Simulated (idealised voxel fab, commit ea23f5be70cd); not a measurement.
This section sets out a process module, namely voxel transistor to metal.
Cross-section cut spans 275 nm and uses square cells 5 nm in size.
When this document writes out a cross-section, it uses a grid of square cells and lists it as bands, beginning at the top and moving down, with a band standing for one or more rows of cells.
In this notation a band is specified by the heights of its top and bottom, in that order and in nm, after which its materials appear from left to right, each paired with its width in nm. The word "everywhere" attached to a single material means that material fills the band from edge to edge; the word "empty" stands for empty space.
Beneath 0, the wafer as received is one material, and that level is where height counting begins. The lowest band goes on downward without a bottom; it is written like "0 and below".
It should be noted that a width expressed as "30->40" varies in equal increments from row to row of cells within the band, taking the value of the first number at the top row and that of the second number at the bottom row.
Where a step carries "nothing different", the cross-section came out of it unchanged, cell for cell.
Empty spaces without an open route to the top, at least 8 cells in extent, make up the entry "Enclosed internal voids"; each is given as width x height at distance, where the distance is measured from the left edge, and all are in nm.
Where a step's line continues beyond its settings, the continuation is a remark by the simulator itself on that step.
Each step line may optionally specify "overlay nm", which for a step with a mask gives the rightward distance between the mask's planned place and where it lay, a negative value indicating the leftward direction.

PLANNED PROCESS STEPS
- 1: RECEIVE (material Si)
- 2: OXIDIZE (depth nm 5)
- 3: CONFORMAL_DEP (material SiN; thk nm 15)
- 4: MASKED_ETCH (tone cover; mask id ACTIVE; width nm 105; pitch nm 125; etch materials SiN; depth nm 15; overlay nm 0)
- 5: MASKED_ETCH (tone cover; mask id ACTIVE; width nm 105; pitch nm 125; etch materials SiO2; depth nm 5; overlay nm 0)
- 6: MASKED_ETCH (tone cover; mask id ACTIVE; width nm 95; pitch nm 125; etch materials Si; depth nm 20; overlay nm 0)
- 7: FILL_DEP (material SiO2; thk nm 10)
- 8: CMP (height nm 15)
- 9: SELECTIVE_ETCH (etch materials SiO2; depth nm 5)
- 10: STRIP (etch materials SiN)
- 11: SELECTIVE_ETCH (etch materials SiO2; depth nm 5)
- 12: OXIDIZE (depth nm 5)
- 13: DIRECTIONAL_DEP (material polySi; thk nm 20)
- 14: DIRECTIONAL_DEP (material SiCN; thk nm 15)
- 15: DIRECTIONAL_DEP (material aC; thk nm 10)
- 16: PATTERN (tone cover; mask id GATE; material resist; width nm 25; pitch nm 125; thk nm 30; overlay nm 0)
- 17: DIRECTIONAL_ETCH (etch materials aC; depth nm 10)
- 18: STRIP (etch materials resist)
- 19: DIRECTIONAL_ETCH (etch materials SiCN; depth nm 25)
- 20: DIRECTIONAL_ETCH (etch materials polySi; depth nm 30)
- 21: STRIP (etch materials aC)
- 22: CONFORMAL_DEP (material SiN; thk nm 10)
- 23: DIRECTIONAL_ETCH (etch materials SiN; depth nm 10)
- 24: DIRECTIONAL_ETCH (etch materials SiO2; depth nm 5)
- 25: DIRECTIONAL_ETCH (etch materials Si; depth nm 10)
- 26: EPI (material nSi; thk nm 10)
- 27: FILL_DEP (material SiO2; thk nm 5)
- 28: CMP (height nm 15)
- 29: STRIP (etch materials polySi)
- 30: SELECTIVE_ETCH (etch materials SiO2; depth nm 5)
- 31: CONFORMAL_DEP (material HfO2; thk nm 5)
- 32: CONFORMAL_DEP (material TiN; thk nm 5)
- 33: FILL_DEP (material W; thk nm 5)
- 34: CMP (height nm 10)
- 35: DIRECTIONAL_DEP (material SiO2; thk nm 15)
- 36: DIRECTIONAL_DEP (material aC; thk nm 15)
- 37: PATTERN (tone open; mask id CONTACT; material resist; width nm 20; thk nm 30; overlay nm 0)
- 38: DIRECTIONAL_ETCH (etch materials aC; depth nm 15)
- 39: STRIP (etch materials resist)
- 40: DIRECTIONAL_ETCH (etch materials SiO2; depth nm 35)
- 41: STRIP (etch materials aC)
- 42: CONFORMAL_DEP (material TiN; thk nm 5)
- 43: FILL_DEP (material W; thk nm 10)
- 44: CMP (height nm 25)
- 45: DIRECTIONAL_DEP (material TiN; thk nm 5)
- 46: DIRECTIONAL_DEP (material Ru; thk nm 15)
- 47: PATTERN (tone cover; mask id METAL_1; material resist; width nm 20; thk nm 15; overlay nm 0)
- 48: DIRECTIONAL_ETCH (etch materials Ru; depth nm 15)
- 49: DIRECTIONAL_ETCH (etch materials TiN; depth nm 5)
- 50: STRIP (etch materials resist)
- 51: FILL_DEP (material SiO2; thk nm 5)
- 52: CMP (height nm 45)
- 53: CONFORMAL_DEP (material SiCN; thk nm 5)
Where the wafers of this document differ is in the width nm of step 6; they start out the same, and the plan states the value that applied to the first wafer.

HERE'S THE FIRST OF THE WAFERS IN CROSS-SECTION, JUST AS WE GOT IT, I.E. AFTER STEP 1
	0 and below  Si everywhere
	Enclosed internal voids: none

THE FOLLOWING TABLE CONTAINS A ROW PER WAFER, IN WHICH ARE REPORTED, AT THE CONCLUSION OF THE MODULE, THE CELLS OF EACH MATERIAL GAINED (+) OR LOST (-) SINCE THE WAFER'S RECEIPT, WITH ITS CLOSED VOIDS GIVEN THEREAFTER
width nm 95; +26 HfO2; +48 Ru; -189 Si; +55 SiCN; +40 SiN; +376 SiO2; +86 TiN; +36 W; +72 nSi; Enclosed internal voids: none
width nm 100; +26 HfO2; +48 Ru; -189 Si; +55 SiCN; +40 SiN; +376 SiO2; +86 TiN; +36 W; +72 nSi; Enclosed internal voids: none
width nm 105; +26 HfO2; +48 Ru; -189 Si; +55 SiCN; +40 SiN; +376 SiO2; +86 TiN; +36 W; +72 nSi; Enclosed internal voids: none
width nm 110; +26 HfO2; +48 Ru; -183 Si; +55 SiCN; +40 SiN; +370 SiO2; +86 TiN; +36 W; +72 nSi; Enclosed internal voids: none
